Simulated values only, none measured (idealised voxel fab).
Process module heading - voxel self aligned vias
The cross-section on display is named cut; it measures 155 nm wide, and its cells are 5 nm squares.
In what follows, cross-sections appear as grids of square cells, described through bands that run from the top down, where every band is one or more rows of cells.
Band: top and bottom heights (nm) first, top before bottom; then materials from left to right, widths in nm. "full width" marks a sole material filling the band edge to edge. "empty" denotes empty space.
The reference from which all heights are counted is 0, the level beneath which the as-received wafer is entirely one material; the lowest band, having no lower bound, proceeds downward and is written after the example "top 0, no bottom".
The notation "30..40" denotes a width that varies across the rows of cells in the band, beginning at the first number in the top row, finishing at the second number in the bottom row, and changing by an identical amount from each row to the next.
Step marked "changes: none"? Then no cell in the cross-section changed in it.
So "Fully enclosed voids" is basically the list of trapped voids: any empty space of 8 cells or more that can't reach the top through an opening. They're written width x height at distance, the distance being from the left edge, and it's all nm.
Formally, on a step line, whatever follows the settings is a remark that the simulator itself makes on the step.
On any step carrying a mask, the "overlay nm" setting, if present on the step's line, tells how far right of its planned place the mask lay; negative values point to the left.

So here's the lineup of process steps we planned:
1 RECEIVE with material Si
2 CONFORMAL_DEP with material SiO2, thk nm 10
3 CONFORMAL_DEP with material SiCN, thk nm 5
4 DIRECTIONAL_DEP with material lowk, thk nm 25
5 DIRECTIONAL_DEP with material aC, thk nm 15
6 PATTERN with tone open, mask id LINES, material resist, width nm 20, pitch nm 70, thk nm 35, overlay nm 0
7 DIRECTIONAL_ETCH with etch materials aC, depth nm 15
8 STRIP with etch materials resist
9 DIRECTIONAL_ETCH with etch materials lowk, depth nm 25
10 STRIP with etch materials aC
11 CONFORMAL_DEP with material TiN, thk nm 5
12 FILL_DEP with material Ru, thk nm 5
13 CMP with height nm 40
14 SELECTIVE_ETCH with etch materials W Ru TiN, depth nm 5
15 FILL_DEP with material SiN, thk nm 10
16 CMP with height nm 40
17 DIRECTIONAL_DEP with material lowk, thk nm 15
18 MASKED_ETCH with tone open, mask id VIAS, width nm 40, etch materials lowk, depth nm 15, overlay nm 0
19 MASKED_ETCH with tone open, mask id VIAS, width nm 40, etch materials SiN, depth nm 5, overlay nm 0
20 CONFORMAL_DEP with material TiN, thk nm 5
21 FILL_DEP with material Cu, thk nm 10
22 CMP with height nm 55
23 CONFORMAL_DEP with material SiN, thk nm 5

Here's what the wafer looked like in cross-section when it arrived - that's after step 1:
top 0, no bottom  Si full width
Fully enclosed voids: none

first wafer at the end, as planned:
top 60, bottom 55  SiN full width
top 55, bottom 45  20 of lowk  5 of TiN  30 of Cu  5 of TiN  95 of lowk
top 45, bottom 40  20 of lowk  15 of TiN  10 of Cu  15 of TiN  95 of lowk
top 40, bottom 35  30 of lowk  20 of TiN  50 of lowk  20 of SiN  35 of lowk
top 35, bottom 20  30 of lowk  5 of TiN  10 of Ru  5 of TiN  50 of lowk  5 of TiN  10 of Ru  5 of TiN  35 of lowk
top 20, bottom 15  30 of lowk  20 of TiN  50 of lowk  20 of TiN  35 of lowk
top 15, bottom 10  SiCN full width
top 10, bottom 0  SiO2 full width
top 0, no bottom  Si full width
Fully enclosed voids: none

Wafer two cross-section, module end. Start and plan unchanged from wafer one; one mistake made during the run:
top 60, bottom 55  SiN full width
top 55, bottom 50  25 of TiN  30 of Cu  100 of TiN
top 50, bottom 40  20 of lowk  5 of TiN  30 of Cu  5 of TiN  95 of lowk
top 40, bottom 35  20 of lowk  40 of TiN  40 of lowk  20 of SiN  35 of lowk
top 35, bottom 20  30 of lowk  5 of TiN  10 of Ru  5 of TiN  50 of lowk  5 of TiN  10 of Ru  5 of TiN  35 of lowk
top 20, bottom 15  30 of lowk  20 of TiN  50 of lowk  20 of TiN  35 of lowk
top 15, bottom 10  SiCN full width
top 10, bottom 0  SiO2 full width
top 0, no bottom  Si full width
Fully enclosed voids: none
Here's what went sideways: step 17 did not happen as planned, as run it was DIRECTIONAL_DEP with material lowk, thk nm 10
Wrapping up, a cell-based count of both wafers puts the second over or under the first for these materials: Cu: 4 more, TiN: 23 more, lowk: 27 fewer
